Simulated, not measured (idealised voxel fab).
process module | voxel wiring stack
cross-section cut | 260 nm wide | cells 5 nm
A cross-section is a grid of square cells, given in bands from the top down. A band is one or more rows of cells.
Each band's line starts with the height of the band's top and of its bottom, in nm. Then come its materials from left to right, each with its width in nm. One material with "throughout" fills the band from edge to edge. "air" is empty space.
Height 0 is the level under which the wafer as received is all one material. The lowest band goes on downwards, as in "0 down".
A width such as "30 to 40" changes by the same amount from each row of cells to the next, from the band's top row to its bottom row.
"no change" after a step means that no cell of the cross-section changed.
closed voids: empty space of 8 cells or more with no open way to the top, each as width x height at its distance from the left edge, in nm
after a step's settings: what the simulator itself notes on the step
overlay nm, on a step with a mask: how far to the right of its planned place the mask lay; to the left if negative
plan
1 op RECEIVE | material Si
2 op CONFORMAL_DEP | material SiO2 | thk nm 10
3 op DIRECTIONAL_DEP | material TiN | thk nm 5
4 op DIRECTIONAL_DEP | material Ru | thk nm 25
5 op MASKED_ETCH | tone cover | mask id METAL_1 | width nm 25 | pitch nm 45 | etch materials Ru | depth nm 25 | overlay nm 0
6 op MASKED_ETCH | tone cover | mask id METAL_1 | width nm 25 | pitch nm 45 | etch materials TiN | depth nm 5 | overlay nm 0
7 op FILL_DEP | material lowk | thk nm 10
8 op CMP | height nm 40
9 op CONFORMAL_DEP | material SiCN | thk nm 5
10 op DIRECTIONAL_DEP | material lowk | thk nm 30
11 op PATTERN | tone open | mask id METAL_2 | material resist | width nm 25 | pitch nm 45 | thk nm 20 | overlay nm 0
12 op DIRECTIONAL_ETCH | etch materials lowk | depth nm 20
13 op STRIP | etch materials resist
14 op PATTERN | tone open | mask id METAL_2_HOLES | material resist | width nm 15 | pitch nm 45 | thk nm 15 | overlay nm 0
15 op DIRECTIONAL_ETCH | etch materials lowk | depth nm 10
16 op DIRECTIONAL_ETCH | etch materials SiCN | depth nm 5
17 op STRIP | etch materials resist
18 op CONFORMAL_DEP | material TiN | thk nm 5
19 op FILL_DEP | material Ru | thk nm 5
20 op CMP | height nm 75
21 op CONFORMAL_DEP | material SiCN | thk nm 5
22 op DIRECTIONAL_DEP | material lowk | thk nm 10
23 op DIRECTIONAL_DEP | material aC | thk nm 10
24 op PATTERN | tone open | mask id PLUG_2 | material resist | width nm 15 | pitch nm 45 | thk nm 30 | overlay nm 0
25 op DIRECTIONAL_ETCH | etch materials aC | depth nm 10
26 op STRIP | etch materials resist
27 op DIRECTIONAL_ETCH | etch materials lowk | depth nm 10
28 op DIRECTIONAL_ETCH | etch materials SiCN | depth nm 5
29 op STRIP | etch materials aC
30 op EPI | material Ru | thk nm 10
31 op EPI | material Ru | thk nm 5
32 op DIRECTIONAL_DEP | material TiN | thk nm 5
33 op DIRECTIONAL_DEP | material W | thk nm 25
34 op PATTERN | tone cover | mask id METAL_3 | material resist | width nm 25 | pitch nm 45 | thk nm 20 | overlay nm 0
35 op DIRECTIONAL_ETCH | etch materials W | depth nm 25
36 op DIRECTIONAL_ETCH | etch materials TiN | depth nm 5
37 op STRIP | etch materials resist
38 op FILL_DEP | material lowk | thk nm 10
39 op CMP | height nm 120
40 op CONFORMAL_DEP | material SiN | thk nm 5
first wafer, as planned
as received, after step 1
  0 down: Si throughout
  closed voids: none
after step 2
  10 to 0: SiO2 throughout
  below 0: unchanged
after step 3
  15 to 10: TiN throughout
  below 10: unchanged
after step 4
  40 to 15: Ru throughout
  below 15: unchanged
after step 5
  40 to 15: air 95 | Ru 25 | air 20 | Ru 25 | air 95
  below 15: unchanged
after step 6
  40 to 15: air 95 | Ru 25 | air 20 | Ru 25 | air 95
  15 to 10: air 95 | TiN 25 | air 20 | TiN 25 | air 95
  below 10: unchanged
after step 7
  50 to 40: lowk throughout
  40 to 15: lowk 95 | Ru 25 | lowk 20 | Ru 25 | lowk 95
  15 to 10: lowk 95 | TiN 25 | lowk 20 | TiN 25 | lowk 95
  below 10: unchanged
after step 8
  40 to 15: lowk 95 | Ru 25 | lowk 20 | Ru 25 | lowk 95
  below 15: unchanged
after step 9
  45 to 40: SiCN throughout
  below 40: unchanged
after step 10
  75 to 45: lowk throughout
  below 45: unchanged
after step 11
  95 to 75: resist 95 | air 25 | resist 20 | air 25 | resist 95
  below 75: unchanged
after step 12
  95 to 75: resist 95 | air 25 | resist 20 | air 25 | resist 95
  75 to 55: lowk 95 | air 25 | lowk 20 | air 25 | lowk 95
  below 55: unchanged
after step 13
  75 to 55: lowk 95 | air 25 | lowk 20 | air 25 | lowk 95
  below 55: unchanged
after step 14
  90 to 75: resist 95 | air 15 | resist 30 | air 15 | resist 105
  75 to 55: lowk 95 | air 15 | resist 10 | lowk 20 | air 15 | resist 10 | lowk 95
  below 55: unchanged
after step 15
  90 to 75: resist 95 | air 15 | resist 30 | air 15 | resist 105
  75 to 55: lowk 95 | air 15 | resist 10 | lowk 20 | air 15 | resist 10 | lowk 95
  55 to 45: lowk 95 | air 15 | lowk 30 | air 15 | lowk 105
  below 45: unchanged
after step 16
  90 to 75: resist 95 | air 15 | resist 30 | air 15 | resist 105
  75 to 55: lowk 95 | air 15 | resist 10 | lowk 20 | air 15 | resist 10 | lowk 95
  55 to 45: lowk 95 | air 15 | lowk 30 | air 15 | lowk 105
  45 to 40: SiCN 95 | air 15 | SiCN 30 | air 15 | SiCN 105
  below 40: unchanged
after step 17
  75 to 55: lowk 95 | air 25 | lowk 20 | air 25 | lowk 95
  below 55: unchanged
after step 18
  80 to 75: TiN 100 | air 15 | TiN 30 | air 15 | TiN 100
  75 to 60: lowk 95 | TiN 5 | air 15 | TiN 5 | lowk 20 | TiN 5 | air 15 | TiN 5 | lowk 95
  60 to 55: lowk 95 | TiN 5 | air 5 | TiN 15 | lowk 20 | TiN 5 | air 5 | TiN 15 | lowk 95
  55 to 45: lowk 95 | TiN 5 | air 5 | TiN 5 | lowk 30 | TiN 5 | air 5 | TiN 5 | lowk 105
  45 to 40: SiCN 95 | TiN 15 | SiCN 30 | TiN 15 | SiCN 105
  below 40: unchanged
after step 19
  85 to 80: Ru throughout
  80 to 75: TiN 100 | Ru 15 | TiN 30 | Ru 15 | TiN 100
  75 to 60: lowk 95 | TiN 5 | Ru 15 | TiN 5 | lowk 20 | TiN 5 | Ru 15 | TiN 5 | lowk 95
  60 to 55: lowk 95 | TiN 5 | Ru 5 | TiN 15 | lowk 20 | TiN 5 | Ru 5 | TiN 15 | lowk 95
  55 to 45: lowk 95 | TiN 5 | Ru 5 | TiN 5 | lowk 30 | TiN 5 | Ru 5 | TiN 5 | lowk 105
  below 45: unchanged
after step 20
  75 to 60: lowk 95 | TiN 5 | Ru 15 | TiN 5 | lowk 20 | TiN 5 | Ru 15 | TiN 5 | lowk 95
  below 60: unchanged
after step 21
  80 to 75: SiCN throughout
  below 75: unchanged
after step 22
  90 to 80: lowk throughout
  below 80: unchanged
after step 23
  100 to 90: aC throughout
  below 90: unchanged
after step 24
  130 to 100: resist 95 | air 15 | resist 30 | air 15 | resist 105
  below 100: unchanged
after step 25
  120 to 100: resist 95 | air 15 | resist 30 | air 15 | resist 105
  100 to 90: aC 95 | air 15 | aC 30 | air 15 | aC 105
  below 90: unchanged
after step 26
  100 to 90: aC 95 | air 15 | aC 30 | air 15 | aC 105
  below 90: unchanged
after step 27
  100 to 90: aC 95 | air 15 | aC 30 | air 15 | aC 105
  90 to 80: lowk 95 | air 15 | lowk 30 | air 15 | lowk 105
  below 80: unchanged
after step 28
  100 to 90: aC 95 | air 15 | aC 30 | air 15 | aC 105
  90 to 80: lowk 95 | air 15 | lowk 30 | air 15 | lowk 105
  80 to 75: SiCN 95 | air 15 | SiCN 30 | air 15 | SiCN 105
  below 75: unchanged
after step 29
  90 to 80: lowk 95 | air 15 | lowk 30 | air 15 | lowk 105
  below 80: unchanged
after step 30
  90 to 85: lowk 95 | air 15 | lowk 30 | air 15 | lowk 105
  85 to 80: lowk 95 | Ru 15 | lowk 30 | Ru 15 | lowk 105
  80 to 75: SiCN 95 | Ru 15 | SiCN 30 | Ru 15 | SiCN 105
  below 75: unchanged
after step 31
  90 to 80: lowk 95 | Ru 15 | lowk 30 | Ru 15 | lowk 105
  below 80: unchanged
after step 32
  95 to 90: TiN throughout
  below 90: unchanged
after step 33
  120 to 95: W throughout
  below 95: unchanged
after step 34
  140 to 120: air 95 | resist 25 | air 20 | resist 25 | air 95
  below 120: unchanged
after step 35
  140 to 120: air 95 | resist 25 | air 20 | resist 25 | air 95
  120 to 95: air 95 | W 25 | air 20 | W 25 | air 95
  below 95: unchanged
after step 36
  140 to 120: air 95 | resist 25 | air 20 | resist 25 | air 95
  120 to 95: air 95 | W 25 | air 20 | W 25 | air 95
  95 to 90: air 95 | TiN 25 | air 20 | TiN 25 | air 95
  below 90: unchanged
after step 37
  120 to 95: air 95 | W 25 | air 20 | W 25 | air 95
  below 95: unchanged
after step 38
  130 to 120: lowk throughout
  120 to 95: lowk 95 | W 25 | lowk 20 | W 25 | lowk 95
  95 to 90: lowk 95 | TiN 25 | lowk 20 | TiN 25 | lowk 95
  below 90: unchanged
after step 39
  120 to 95: lowk 95 | W 25 | lowk 20 | W 25 | lowk 95
  below 95: unchanged
after step 40
  125 to 120: SiN throughout
  below 120: unchanged
second wafer: like start, like plan, one mistake. Through step 13 it matches the first wafer
when step 14 should have ended: no change
when step 15 should have ended
  65 to 45: lowk 95 | air 25 | lowk 20 | air 25 | lowk 95
  below 45: unchanged
when step 16 should have ended
  65 to 45: lowk 95 | air 25 | lowk 20 | air 25 | lowk 95
  45 to 40: SiCN 95 | air 25 | SiCN 20 | air 25 | SiCN 95
  below 40: unchanged
when step 17 should have ended: no change
when step 18 should have ended
  70 to 65: TiN 100 | air 15 | TiN 30 | air 15 | TiN 100
  65 to 45: lowk 95 | TiN 5 | air 15 | TiN 5 | lowk 20 | TiN 5 | air 15 | TiN 5 | lowk 95
  45 to 40: SiCN 95 | TiN 25 | SiCN 20 | TiN 25 | SiCN 95
  below 40: unchanged
when step 19 should have ended
  75 to 70: Ru throughout
  70 to 65: TiN 100 | Ru 15 | TiN 30 | Ru 15 | TiN 100
  65 to 45: lowk 95 | TiN 5 | Ru 15 | TiN 5 | lowk 20 | TiN 5 | Ru 15 | TiN 5 | lowk 95
  below 45: unchanged
when step 20 should have ended: no change
when step 21 should have ended
  80 to 75: SiCN throughout
  below 75: unchanged
when step 22 should have ended
  90 to 80: lowk throughout
  below 80: unchanged
when step 23 should have ended
  100 to 90: aC throughout
  below 90: unchanged
when step 24 should have ended
  130 to 100: resist 95 | air 15 | resist 30 | air 15 | resist 105
  below 100: unchanged
when step 25 should have ended
  120 to 100: resist 95 | air 15 | resist 30 | air 15 | resist 105
  100 to 90: aC 95 | air 15 | aC 30 | air 15 | aC 105
  below 90: unchanged
when step 26 should have ended
  100 to 90: aC 95 | air 15 | aC 30 | air 15 | aC 105
  below 90: unchanged
when step 27 should have ended
  100 to 90: aC 95 | air 15 | aC 30 | air 15 | aC 105
  90 to 80: lowk 95 | air 15 | lowk 30 | air 15 | lowk 105
  below 80: unchanged
when step 28 should have ended
  100 to 90: aC 95 | air 15 | aC 30 | air 15 | aC 105
  90 to 80: lowk 95 | air 15 | lowk 30 | air 15 | lowk 105
  80 to 75: SiCN 95 | air 15 | SiCN 30 | air 15 | SiCN 105
  below 75: unchanged
when step 29 should have ended
  90 to 80: lowk 95 | air 15 | lowk 30 | air 15 | lowk 105
  below 80: unchanged
when step 30 should have ended
  90 to 85: lowk 95 | air 15 | lowk 30 | air 15 | lowk 105
  85 to 80: lowk 95 | Ru 15 | lowk 30 | Ru 15 | lowk 105
  80 to 75: SiCN 95 | Ru 15 | SiCN 30 | Ru 15 | SiCN 105
  below 75: unchanged
when step 31 should have ended
  90 to 80: lowk 95 | Ru 15 | lowk 30 | Ru 15 | lowk 105
  below 80: unchanged
when step 32 should have ended
  95 to 90: TiN throughout
  below 90: unchanged
when step 33 should have ended
  120 to 95: W throughout
  below 95: unchanged
when step 34 should have ended
  140 to 120: air 95 | resist 25 | air 20 | resist 25 | air 95
  below 120: unchanged
when step 35 should have ended
  140 to 120: air 95 | resist 25 | air 20 | resist 25 | air 95
  120 to 95: air 95 | W 25 | air 20 | W 25 | air 95
  below 95: unchanged
when step 36 should have ended
  140 to 120: air 95 | resist 25 | air 20 | resist 25 | air 95
  120 to 95: air 95 | W 25 | air 20 | W 25 | air 95
  95 to 90: air 95 | TiN 25 | air 20 | TiN 25 | air 95
  below 90: unchanged
when step 37 should have ended
  120 to 95: air 95 | W 25 | air 20 | W 25 | air 95
  below 95: unchanged
when step 38 should have ended
  130 to 120: lowk throughout
  120 to 95: lowk 95 | W 25 | lowk 20 | W 25 | lowk 95
  95 to 90: lowk 95 | TiN 25 | lowk 20 | TiN 25 | lowk 95
  below 90: unchanged
when step 39 should have ended
  120 to 95: lowk 95 | W 25 | lowk 20 | W 25 | lowk 95
  below 95: unchanged
when step 40 should have ended
  125 to 120: SiN throughout
  below 120: unchanged
what went wrong: step 14 was left out
at the end the second wafer has, in cells: 58 more of Ru | 4 fewer of SiCN | 38 more of TiN | 92 fewer of lowk
